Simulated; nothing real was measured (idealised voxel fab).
This section sets out a process module, namely voxel local oxidation.
cross-section cut | 235 nm wide | cells 5 nm
For the purposes of this document, a cross-section shall be understood as a grid of square cells, specified as bands listed in top-to-bottom order, each band consisting of one or more rows of cells.
Band entry format. Leading values: height of top, height of bottom, nm. Remainder: materials in left-to-right order, each with its width in nm. Special words: "throughout" on a single material, which then fills the band edge to edge; "blank", empty space.
We count height from 0. Below that, the starting wafer is all one material. The lowest band never ends at the bottom but goes on down; see "top 0, no bottom" for how that is written.
Note: "30..40" means the width goes from the first number (top row of the band) to the second number (bottom row) in equal steps per row of cells.
"identical to before" (step): cross-section cells unchanged, all of them.
The entry titled "Closed void inventory" provides the empty spaces that have no open way to the top, restricted to those of 8 cells or more. Each is presented as width x height at distance, the distance being measured from the left edge, with all three in nm.
That trailing text on a step's line, after the settings, is the simulator's own remark on the step.
overlay nm: mask offset rightward from planned place, masked step; negative means leftward offset.
-- The following list gives the planned process steps
1: RECEIVE (material Si)
2: OXIDIZE (depth nm 5)
3: CONFORMAL_DEP (material SiN; thk nm 15)
4: MASKED_ETCH (tone cover; mask id ACTIVE; width nm 110; etch materials SiN; depth nm 15; overlay nm 0)
5: SELECTIVE_ETCH (etch materials SiO2; depth nm 5)
6: OXIDIZE (depth nm 10)
7: STRIP (etch materials SiN)
-- First of two wafers: run as planned
-- Cross-section: wafer on arrival = after step 1
	top 0, no bottom: Si throughout
	Closed void inventory: none
-- Step 2 complete: cross-section through the wafer
	top 0, bottom -5: SiO2 throughout
	Nothing below the height -5 has changed.
-- Step 3 complete: cross-section through the wafer
	top 15, bottom 0: SiN throughout
	Nothing below the height 0 has changed.
-- Step 4 complete: cross-section through the wafer
	top 15, bottom 0: blank 60  SiN 110  blank 65
	Nothing below the height 0 has changed.
-- Step 5 complete: cross-section through the wafer
	top 15, bottom 0: blank 60  SiN 110  blank 65
	top 0, bottom -5: blank 65  SiO2 100  blank 70
	Nothing below the height -5 has changed.
-- Step 6 complete: cross-section through the wafer
	top 15, bottom 0: blank 60  SiN 110  blank 65
	top 0, bottom -5: blank 65  SiO2 100  blank 70
	top -5, bottom -15: SiO2 75  Si 80  SiO2 80
	Nothing below the height -15 has changed.
-- Step 7 complete: cross-section through the wafer
	top 0, bottom -5: blank 65  SiO2 100  blank 70
	Nothing below the height -5 has changed.
-- The second wafer began exactly as the first did and followed the same plan, but one mistake was made while running it; through step 6 inclusive, the two wafers are identical
-- Cross-section: second wafer, time at which step 7 was scheduled to end
	top -5, bottom -15: blank 75  Si 80  blank 80
	Nothing below the height -15 has changed.
So what did we get wrong on this run? step 7 deviated from plan and actually ran as STRIP (etch materials SiO2)
Once processing is complete, comparing cell counts shows that the second wafer has more or fewer of certain materials than the first: SiO2 -82
